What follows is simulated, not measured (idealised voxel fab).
process module | voxel transistor to metal
cross-section cut | 175 nm wide | cells 5 nm
A cross-section is a grid of square cells, given in bands from the top down. A band is one or more rows of cells.
Each band's line starts with the height of the band's top and of its bottom, in nm. Then come its materials from left to right, each with its width in nm. One material with "throughout" fills the band from edge to edge. "air" is empty space.
Height 0 is the level under which the wafer as received is all one material. The lowest band goes on downwards, as in "0 down".
A width such as "30 to 40" changes by the same amount from each row of cells to the next, from the band's top row to its bottom row.
"no change" after a step means that no cell of the cross-section changed.
closed voids: empty space of 8 cells or more with no open way to the top, each as width x height at its distance from the left edge, in nm
after a step's settings: what the simulator itself notes on the step
overlay nm, on a step with a mask: how far to the right of its planned place the mask lay; to the left if negative
plan
1 op RECEIVE | material Si
2 op OXIDIZE | depth nm 5
3 op CONFORMAL_DEP | material SiN | thk nm 15
4 op MASKED_ETCH | tone cover | mask id ACTIVE | width nm 125 | etch materials SiN | depth nm 15 | overlay nm 0
5 op MASKED_ETCH | tone cover | mask id ACTIVE | width nm 125 | etch materials SiO2 | depth nm 5 | overlay nm 0
6 op MASKED_ETCH | tone cover | mask id ACTIVE | width nm 125 | etch materials Si | depth nm 20 | overlay nm 0
7 op OXIDIZE | depth nm 5
8 op FILL_DEP | material SiO2 | thk nm 5
9 op CMP | height nm 15
10 op SELECTIVE_ETCH | etch materials SiO2 | depth nm 10
11 op STRIP | etch materials SiN
12 op SELECTIVE_ETCH | etch materials SiO2 | depth nm 5
13 op OXIDIZE | depth nm 5
14 op DIRECTIONAL_DEP | material polySi | thk nm 30
15 op DIRECTIONAL_DEP | material SiCN | thk nm 15
16 op MASKED_ETCH | tone cover | mask id GATE | width nm 25 | etch materials SiCN | depth nm 25 | overlay nm 0
17 op MASKED_ETCH | tone cover | mask id GATE | width nm 25 | etch materials polySi | depth nm 40 | overlay nm 0
18 op CONFORMAL_DEP | material SiN | thk nm 5
19 op DIRECTIONAL_ETCH | etch materials SiN | depth nm 5
20 op DIRECTIONAL_ETCH | etch materials SiO2 | depth nm 5
21 op DIRECTIONAL_ETCH | etch materials Si | depth nm 10
22 op EPI | material nSi | thk nm 15
23 op FILL_DEP | material SiO2 | thk nm 5
24 op CMP | height nm 25
25 op STRIP | etch materials polySi
26 op SELECTIVE_ETCH | etch materials SiO2 | depth nm 5
27 op CONFORMAL_DEP | material HfO2 | thk nm 5
28 op CONFORMAL_DEP | material TiN | thk nm 5
29 op FILL_DEP | material W | thk nm 5
30 op CMP | height nm 20
31 op DIRECTIONAL_DEP | material SiO2 | thk nm 15
32 op DIRECTIONAL_DEP | material aC | thk nm 10
33 op PATTERN | tone open | mask id CONTACT | material resist | width nm 20 | pitch nm 85 | thk nm 30 | overlay nm 0
34 op DIRECTIONAL_ETCH | etch materials aC | depth nm 10
35 op STRIP | etch materials resist
36 op DIRECTIONAL_ETCH | etch materials SiO2 | depth nm 40
37 op STRIP | etch materials aC
38 op CONFORMAL_DEP | material TiN | thk nm 5
39 op FILL_DEP | material W | thk nm 5
40 op CMP | height nm 35
41 op DIRECTIONAL_DEP | material TiN | thk nm 5
42 op DIRECTIONAL_DEP | material Ru | thk nm 15
43 op MASKED_ETCH | tone cover | mask id METAL_1 | width nm 20 | pitch nm 85 | etch materials Ru | depth nm 15 | overlay nm 0
44 op MASKED_ETCH | tone cover | mask id METAL_1 | width nm 20 | pitch nm 85 | etch materials TiN | depth nm 5 | overlay nm 0
45 op FILL_DEP | material SiO2 | thk nm 10
46 op CMP | height nm 55
47 op CONFORMAL_DEP | material SiCN | thk nm 5
48 op DIRECTIONAL_DEP | material SiO2 | thk nm 25
49 op MASKED_ETCH | tone open | mask id METAL_2_HOLES | width nm 15 | pitch nm 85 | etch materials SiO2 | depth nm 25 | overlay nm 0
50 op DIRECTIONAL_DEP | material aC | thk nm 15
51 op PATTERN | tone open | mask id METAL_2 | material resist | width nm 20 | pitch nm 85 | thk nm 35 | overlay nm 0
52 op DIRECTIONAL_ETCH | etch materials aC | depth nm 15
53 op STRIP | etch materials resist
54 op DIRECTIONAL_ETCH | etch materials SiO2 | depth nm 15
55 op DIRECTIONAL_ETCH | etch materials SiCN | depth nm 5
56 op STRIP | etch materials aC
57 op CONFORMAL_DEP | material TiN | thk nm 5
58 op FILL_DEP | material Ru | thk nm 5
59 op CMP | height nm 85
60 op CONFORMAL_DEP | material SiCN | thk nm 5
as received, after step 1
  0 down: Si throughout
  closed voids: none
first wafer at the end, as planned
  90 to 85: SiCN throughout
  85 to 75: SiO2 35 | TiN 5 | Ru 10 | TiN 5 | SiO2 65 | TiN 5 | Ru 10 | TiN 5 | SiO2 35
  75 to 70: SiO2 35 | TiN 5 | Ru 5 | TiN 10 | SiO2 65 | TiN 5 | Ru 5 | TiN 10 | SiO2 35
  70 to 60: SiO2 35 | TiN 5 | Ru 5 | TiN 5 | SiO2 70 | TiN 5 | Ru 5 | TiN 5 | SiO2 40
  60 to 55: SiCN 35 | TiN 15 | SiCN 70 | TiN 15 | SiCN 40
  55 to 40: SiO2 35 | Ru 20 | SiO2 65 | Ru 20 | SiO2 35
  40 to 35: SiO2 35 | TiN 20 | SiO2 65 | TiN 20 | SiO2 35
  35 to 20: SiO2 35 | TiN 5 | W 10 | TiN 5 | SiO2 65 | TiN 5 | W 10 | TiN 5 | SiO2 35
  20 to 5: SiO2 35 | TiN 5 | W 10 | TiN 5 | SiO2 15 | SiN 5 | HfO2 5 | TiN 5 | W 5 | TiN 5 | HfO2 5 | SiN 5 | SiO2 15 | TiN 5 | W 10 | TiN 5 | SiO2 35
  5 to 0: SiO2 35 | TiN 5 | W 10 | TiN 5 | nSi 15 | SiN 5 | HfO2 5 | TiN 5 | W 5 | TiN 5 | HfO2 5 | SiN 5 | nSi 15 | TiN 5 | W 10 | TiN 5 | SiO2 35
  0 to -5: SiO2 20 | SiN 5 | SiO2 10 | TiN 20 | nSi 15 | SiN 5 | HfO2 5 | TiN 15 | HfO2 5 | SiN 5 | nSi 15 | TiN 20 | SiO2 10 | SiN 5 | SiO2 20
  -5 to -10: SiO2 25 | nSi 45 | HfO2 35 | nSi 45 | SiO2 25
  -10 to -20: SiO2 30 | nSi 40 | Si 35 | nSi 40 | SiO2 30
  -20 to -30: SiO2 30 | Si 115 | SiO2 30
  -30 down: Si throughout
  closed voids: none
second wafer at the end: like start, like plan, one mistake
  90 to 85: SiCN throughout
  85 to 75: SiO2 35 | TiN 5 | Ru 10 | TiN 5 | SiO2 65 | TiN 5 | Ru 10 | TiN 5 | SiO2 35
  75 to 70: SiO2 35 | TiN 5 | Ru 5 | TiN 10 | SiO2 65 | TiN 5 | Ru 5 | TiN 10 | SiO2 35
  70 to 60: SiO2 35 | TiN 5 | Ru 5 | TiN 5 | SiO2 70 | TiN 5 | Ru 5 | TiN 5 | SiO2 40
  60 to 55: SiCN 35 | TiN 15 | SiCN 70 | TiN 15 | SiCN 40
  55 to 40: SiO2 35 | Ru 20 | SiO2 65 | Ru 20 | SiO2 35
  40 to 35: SiO2 35 | TiN 20 | SiO2 65 | TiN 20 | SiO2 35
  35 to 25: W 30 | TiN 5 | SiO2 20 | TiN 5 | W 55 | TiN 5 | SiO2 20 | TiN 5 | W 30
  25 to 20: W 30 | TiN 5 | SiO2 20 | TiN 5 | W 5 | TiN 45 | W 5 | TiN 5 | SiO2 20 | TiN 5 | W 30
  20 to 10: W 30 | TiN 5 | SiO2 20 | TiN 5 | W 5 | TiN 5 | SiN 5 | HfO2 5 | TiN 5 | W 5 | TiN 5 | HfO2 5 | SiN 5 | TiN 5 | W 5 | TiN 5 | SiO2 20 | TiN 5 | W 30
  10 to 5: W 30 | TiN 5 | SiO2 20 | TiN 15 | SiN 5 | HfO2 5 | TiN 5 | W 5 | TiN 5 | HfO2 5 | SiN 5 | TiN 15 | SiO2 20 | TiN 5 | W 30
  5 to 0: W 15 | TiN 20 | SiO2 20 | nSi 15 | SiN 5 | HfO2 5 | TiN 5 | W 5 | TiN 5 | HfO2 5 | SiN 5 | nSi 15 | SiO2 20 | TiN 20 | W 15
  0 to -5: TiN 20 | SiN 5 | TiN 10 | SiO2 20 | nSi 15 | SiN 5 | HfO2 5 | TiN 15 | HfO2 5 | SiN 5 | nSi 15 | SiO2 20 | TiN 10 | SiN 5 | TiN 20
  -5 to -10: SiO2 25 | nSi 45 | HfO2 35 | nSi 45 | SiO2 25
  -10 to -20: SiO2 30 | nSi 40 | Si 35 | nSi 40 | SiO2 30
  -20 to -30: SiO2 30 | Si 115 | SiO2 30
  -30 down: Si throughout
  closed voids: none
what went wrong: step 33 ran as: op PATTERN | tone cover | mask id CONTACT | material resist | width nm 20 | pitch nm 85 | thk nm 30 | overlay nm 0
at the end the second wafer has, in cells: 103 fewer of SiO2 | 25 more of TiN | 78 more of W
